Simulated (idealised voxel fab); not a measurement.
process module | voxel capacitor over wiring
cross-section cut | 220 nm wide | cells 5 nm
A cross-section is a grid of square cells, given in bands from the top down. A band is one or more rows of cells.
Each band's line starts with the height of the band's top and of its bottom, in nm. Then come its materials from left to right, each with its width in nm. One material with "throughout" fills the band from edge to edge. "air" is empty space.
Height 0 is the level under which the wafer as received is all one material. The lowest band goes on downwards, as in "0 down".
A width such as "30 to 40" changes by the same amount from each row of cells to the next, from the band's top row to its bottom row.
"no change" after a step means that no cell of the cross-section changed.
closed voids: empty space of 8 cells or more with no open way to the top, each as width x height at its distance from the left edge, in nm
after a step's settings: what the simulator itself notes on the step
overlay nm, on a step with a mask: how far to the right of its planned place the mask lay; to the left if negative
plan
1 op RECEIVE | material Si
2 op CONFORMAL_DEP | material SiO2 | thk nm 10
3 op CONFORMAL_DEP | material SiN | thk nm 5
4 op DIRECTIONAL_DEP | material lowk | thk nm 15
5 op PATTERN | tone open | mask id METAL_1 | material resist | width nm 20 | pitch nm 70 | thk nm 15 | overlay nm 0
6 op DIRECTIONAL_ETCH | etch materials lowk | depth nm 15
7 op DIRECTIONAL_ETCH | etch materials SiN | depth nm 5
8 op STRIP | etch materials resist
9 op CONFORMAL_DEP | material TiN | thk nm 5
10 op FILL_DEP | material Cu | thk nm 10
11 op CMP | height nm 30
12 op CONFORMAL_DEP | material SiCN | thk nm 5
13 op DIRECTIONAL_DEP | material lowk | thk nm 20
14 op DIRECTIONAL_DEP | material aC | thk nm 10
15 op PATTERN | tone open | mask id PLUG_1 | material resist | width nm 15 | thk nm 30 | overlay nm 0
16 op DIRECTIONAL_ETCH | etch materials aC | depth nm 10
17 op STRIP | etch materials resist
18 op DIRECTIONAL_ETCH | etch materials lowk | depth nm 20
19 op DIRECTIONAL_ETCH | etch materials SiCN | depth nm 5
20 op STRIP | etch materials aC
21 op EPI | material Ru | thk nm 10
22 op EPI | material Ru | thk nm 10
23 op EPI | material Ru | thk nm 5
24 op DIRECTIONAL_DEP | material TiN | thk nm 10
25 op DIRECTIONAL_DEP | material SiN | thk nm 5
26 op DIRECTIONAL_DEP | material TiN | thk nm 10
27 op PATTERN | tone cover | mask id UPPER_PLATE | material resist | width nm 55 | thk nm 15 | overlay nm 0
28 op DIRECTIONAL_ETCH | etch materials TiN | depth nm 10
29 op DIRECTIONAL_ETCH | etch materials SiN | depth nm 5
30 op STRIP | etch materials resist
31 op MASKED_ETCH | tone cover | mask id LOWER_PLATE | width nm 65 | etch materials TiN | depth nm 10 | overlay nm 0
32 op FILL_DEP | material SiO2 | thk nm 15
33 op CMP | height nm 90
34 op DIRECTIONAL_DEP | material aC | thk nm 15
35 op PATTERN | tone open | mask id PLUG_2 | material resist | width nm 15 | thk nm 30 | overlay nm 0
36 op DIRECTIONAL_ETCH | etch materials aC | depth nm 15
37 op STRIP | etch materials resist
38 op DIRECTIONAL_ETCH | etch materials SiO2 | depth nm 10
39 op STRIP | etch materials aC
40 op CONFORMAL_DEP | material TiN | thk nm 5
41 op FILL_DEP | material Cu | thk nm 5
42 op CMP | height nm 90
43 op CONFORMAL_DEP | material SiCN | thk nm 5
as received, after step 1
  0 down: Si throughout
  closed voids: none
first wafer at the end, as planned
  95 to 90: SiCN throughout
  90 to 85: SiO2 80 | TiN 5 | Cu 5 | TiN 5 | SiO2 125
  85 to 80: SiO2 80 | TiN 15 | SiO2 125
  80 to 70: SiO2 70 | TiN 55 | SiO2 95
  70 to 65: SiO2 70 | SiN 55 | SiO2 95
  65 to 55: SiO2 65 | TiN 65 | SiO2 90
  55 to 35: lowk 70 | Ru 15 | lowk 135
  35 to 30: SiCN 70 | Ru 15 | SiCN 135
  30 to 15: lowk 65 | TiN 5 | Cu 10 | TiN 5 | lowk 50 | TiN 5 | Cu 10 | TiN 5 | lowk 65
  15 to 10: SiN 65 | TiN 20 | SiN 50 | TiN 20 | SiN 65
  10 to 0: SiO2 throughout
  0 down: Si throughout
  closed voids: none
second wafer at the end: like start, like plan, one mistake
  95 to 90: SiCN throughout
  90 to 85: SiO2 80 | TiN 5 | Cu 5 | TiN 5 | SiO2 125
  85 to 80: SiO2 80 | TiN 15 | SiO2 125
  80 to 70: SiO2 70 | TiN 55 | SiO2 95
  70 to 65: SiO2 70 | SiN 55 | SiO2 95
  65 to 55: SiO2 65 | TiN 65 | SiO2 90
  55 to 35: lowk 70 | Ru 15 | lowk 135
  35 to 30: SiCN 70 | Ru 15 | SiCN 135
  30 to 25: TiN 70 | Cu 10 | TiN 60 | Cu 10 | TiN 70
  25 to 15: lowk 65 | TiN 5 | Cu 10 | TiN 5 | lowk 50 | TiN 5 | Cu 10 | TiN 5 | lowk 65
  15 to 10: SiN 65 | TiN 20 | SiN 50 | TiN 20 | SiN 65
  10 to 0: SiO2 throughout
  0 down: Si throughout
  closed voids: none
what went wrong: step 4 ran as: op DIRECTIONAL_DEP | material lowk | thk nm 10
at the end the second wafer has, in cells: 36 more of TiN | 36 fewer of lowk
